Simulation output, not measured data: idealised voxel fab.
You're looking at the process module voxel wiring stack.
Section shown: cut. Width: 165 nm. Cell size: 5 nm, square.
Throughout this document, each cross-section is represented as a grid of square cells and is presented as a sequence of bands enumerated from the top downward, where a band comprises one or more rows of cells.
A band entry consists of two parts. The first gives the height of the band's top and the height of its bottom, in nm. The rest lists the band's materials from left to right, each with its width in nm. A single material labelled with the word "everywhere" fills the band from edge to edge, and the word "blank" marks empty space.
For the purposes of this specification, 0 denotes the height below which the wafer in its as-received condition is composed wholly of one material, and the lowermost band, lacking a lower limit, extends downward without end, as expressed in "0 down".
The width entry "30->40" should be interpreted row by row: the top row of cells in the band takes the first number, the bottom row takes the second number, and the change between adjacent rows is uniform throughout.
It should be understood that the words "remained unchanged", when stated for a given step, signify that the cross-section underwent no change in any of its cells during that step.
Reported under the label "Internal closed voids" are the empty spaces having no open way to the top and comprising 8 cells or more; the notation for each is width x height at distance, in which the distance is measured from the left edge and all three values are in nm.
On each step's line, the part that comes after the settings is the simulator's own comment on the step.
The "overlay nm" setting may appear on a step's line; for a step that uses a mask, it gives how far to the right of its planned position the mask lay, and a negative value indicates the left.

Listed below are the process steps as planned:
| 1 | RECEIVE (material Si) |
| 2 | CONFORMAL_DEP (material SiO2; thk nm 15) |
| 3 | DIRECTIONAL_DEP (material TiN; thk nm 5) |
| 4 | DIRECTIONAL_DEP (material Ru; thk nm 15) |
| 5 | MASKED_ETCH (tone cover; mask id METAL_1; width nm 25; pitch nm 50; etch materials Ru; depth nm 15; overlay nm 0) |
| 6 | MASKED_ETCH (tone cover; mask id METAL_1; width nm 25; pitch nm 50; etch materials TiN; depth nm 5; overlay nm 0) |
| 7 | CONFORMAL_DEP (material SiCN; thk nm 5) |
| 8 | FILL_DEP (material SiO2; thk nm 10) |
| 9 | CMP (height nm 35) |
| 10 | CONFORMAL_DEP (material SiCN; thk nm 5) |
| 11 | DIRECTIONAL_DEP (material SiO2; thk nm 30) |
| 12 | MASKED_ETCH (tone open; mask id METAL_2; width nm 25; pitch nm 50; etch materials SiO2; depth nm 15; overlay nm 0) |
| 13 | MASKED_ETCH (tone open; mask id METAL_2_HOLES; width nm 15; etch materials SiO2; depth nm 15; overlay nm 0) |
| 14 | MASKED_ETCH (tone open; mask id METAL_2_HOLES; width nm 15; etch materials SiCN; depth nm 5; overlay nm 0) |
| 15 | CONFORMAL_DEP (material TiN; thk nm 5) |
| 16 | FILL_DEP (material Cu; thk nm 5) |
| 17 | CMP (height nm 70) |
| 18 | CONFORMAL_DEP (material SiCN; thk nm 5) |

So this is the incoming wafer in cross-section - it's already been through step 1:
  0 down | Si everywhere
  Internal closed voids: none

Sectioned view, first of two wafers, at the close of the module, processed as intended in the plan:
  75 to 70 | SiCN everywhere
  70 to 60 | SiO2=45  TiN=5  Cu=15  TiN=5  SiO2=25  TiN=5  Cu=15  TiN=5  SiO2=45
  60 to 55 | SiO2=45  TiN=5  Cu=5  TiN=15  SiO2=25  TiN=25  SiO2=45
  55 to 40 | SiO2=45  TiN=5  Cu=5  TiN=5  SiO2=105
  40 to 35 | SiCN=45  TiN=15  SiCN=105
  35 to 20 | SiO2=40  SiCN=5  Ru=25  SiCN=5  SiO2=15  SiCN=5  Ru=25  SiCN=5  SiO2=40
  20 to 15 | SiCN=45  TiN=25  SiCN=25  TiN=25  SiCN=45
  15 to 0 | SiO2 everywhere
  0 down | Si everywhere
  Internal closed voids: none

This cross-section belongs to the second wafer of two at the end of the module; the start and the plan were shared with the first, and the run included one mistake:
  75 to 70 | SiCN everywhere
  70 to 60 | SiO2=45  TiN=5  Cu=15  TiN=5  SiO2=25  TiN=5  Cu=15  TiN=5  SiO2=45
  60 to 55 | SiO2=45  TiN=5  Cu=5  TiN=15  SiO2=25  TiN=25  SiO2=45
  55 to 40 | SiO2=45  TiN=5  Cu=5  TiN=5  SiO2=105
  40 to 35 | SiCN=45  TiN=15  SiCN=105
  35 to 25 | SiO2=40  SiCN=5  Ru=25  SiCN=5  SiO2=15  SiCN=5  Ru=25  SiCN=5  SiO2=40
  25 to 20 | SiCN=45  Ru=25  SiCN=25  Ru=25  SiCN=45
  20 to 5 | SiO2 everywhere
  5 to 0 | TiN everywhere
  0 down | Si everywhere
  Internal closed voids: none
Which mistake was made when the wafer was run? note: step 2 <-> step 3, run order reversed vs plan
It is noted that, at the conclusion of processing, the second wafer exhibits a higher or lower cell count for certain materials relative to the first: SiCN: 4 fewer, SiO2: 19 fewer, TiN: 23 more
